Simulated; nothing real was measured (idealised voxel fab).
Process module name: voxel gate over fins
Square cells of 5 nm make up the cross-section cut, whose width is 195 nm.
Reading order for cross-sections: top band down to bottom band. Underlying form: a grid of square cells. Band size: one or more rows of cells.
For a band, the entry starts with two heights in nm, that of the top and then that of the bottom, and carries on with the band's materials in order from left to right, each alongside its width in nm; the word "edge to edge" beside a single material means it fills the band edge to edge, and "blank" means empty space.
Height 0 is the level under which the wafer as received is all one material. The lowest band goes on downwards, as in "top 0, no bottom".
The notation "30..40" denotes a width that varies across the rows of cells in the band, beginning at the first number in the top row, finishing at the second number in the bottom row, and changing by an identical amount from each row to the next.
Any step labelled "nothing changed" changed none of the cells in the cross-section.
"Closed internal voids" lists enclosed empty spaces (at least 8 cells, no open path upward to the top), each as width x height at distance from the left edge, in nm.
Formally, on a step line, whatever follows the settings is a remark that the simulator itself makes on the step.
The line of a step may include "overlay nm". On a step with a mask, this value is how far to the right of its planned place the mask lay. A negative value means the mask lay to the left.

# plan
1 op RECEIVE | material Si
2 op CONFORMAL_DEP | material SiN | thk nm 5
3 op DIRECTIONAL_DEP | material aC | thk nm 15
4 op PATTERN | tone cover | mask id FINS | material resist | width nm 15 | pitch nm 50 | thk nm 35 | overlay nm 0
5 op DIRECTIONAL_ETCH | etch materials aC | depth nm 15
6 op STRIP | etch materials resist
7 op DIRECTIONAL_ETCH | etch materials SiN | depth nm 5
8 op DIRECTIONAL_ETCH | etch materials Si | depth nm 40
9 op STRIP | etch materials aC
10 op FILL_DEP | material SiO2 | thk nm 15
11 op CMP | height nm 5
12 op DIRECTIONAL_DEP | material aC | thk nm 15
13 op PATTERN | tone open | mask id RAIL | material resist | width nm 15 | thk nm 30 | overlay nm 0
14 op DIRECTIONAL_ETCH | etch materials aC | depth nm 15
15 op STRIP | etch materials resist
16 op DIRECTIONAL_ETCH | etch materials SiO2 | depth nm 40
17 op STRIP | etch materials aC
18 op CONFORMAL_DEP | material TiN | thk nm 5
19 op FILL_DEP | material W | thk nm 5
20 op CMP | height nm 5
21 op SELECTIVE_ETCH | etch materials W Ru TiN | depth nm 25
22 op FILL_DEP | material SiO2 | thk nm 5
23 op CMP | height nm 5
24 op SELECTIVE_ETCH | etch materials SiO2 | depth nm 15
25 op STRIP | etch materials SiN
26 op CONFORMAL_DEP | material HfO2 | thk nm 5
27 op CONFORMAL_DEP | material TiN | thk nm 5
28 op CONFORMAL_DEP | material TiAl | thk nm 5
29 op CONFORMAL_DEP | material TiN | thk nm 5
30 op FILL_DEP | material W | thk nm 10
31 op CMP | height nm 25
32 op CONFORMAL_DEP | material SiN | thk nm 10

# The cross-section here shows the wafer as received, i.e. in its state after step 1
* top 0, no bottom | Si edge to edge
* Closed internal voids: none

# This is how the wafer looks in cross-section once the module is done, given the starting state and plan above and one mistake in carrying the plan out
* top 35, bottom 25 | SiN edge to edge
* top 25, bottom 15 | W edge to edge
* top 15, bottom 10 | W 50, then TiN 45, then W 5, then TiN 45, then W 50
* top 10, bottom 5 | W 50, then TiN 5, then TiAl 35, then TiN 5, then W 5, then TiN 5, then TiAl 35, then TiN 5, then W 50
* top 5, bottom 0 | TiN 55, then TiAl 5, then TiN 25, then TiAl 5, then TiN 15, then TiAl 5, then TiN 25, then TiAl 5, then TiN 55
* top 0, bottom -5 | TiAl 60, then TiN 5, then Si 15, then TiN 5, then TiAl 25, then TiN 5, then Si 15, then TiN 5, then TiAl 60
* top -5, bottom -10 | TiN 65, then Si 15, then TiN 35, then Si 15, then TiN 65
* top -10, bottom -20 | SiO2 65, then Si 15, then SiO2 35, then Si 15, then SiO2 65
* top -20, bottom -30 | SiO2 65, then Si 15, then SiO2 10, then TiN 5, then W 5, then TiN 5, then SiO2 10, then Si 15, then SiO2 65
* top -30, bottom -35 | SiO2 65, then Si 15, then SiO2 10, then TiN 15, then SiO2 10, then Si 15, then SiO2 65
* top -35, bottom -40 | SiO2 65, then Si 15, then SiO2 35, then Si 15, then SiO2 65
* top -40, no bottom | Si edge to edge
* Closed internal voids: none
Short version of what went wrong: heads up, step 26 of the plan was skipped and never actually ran
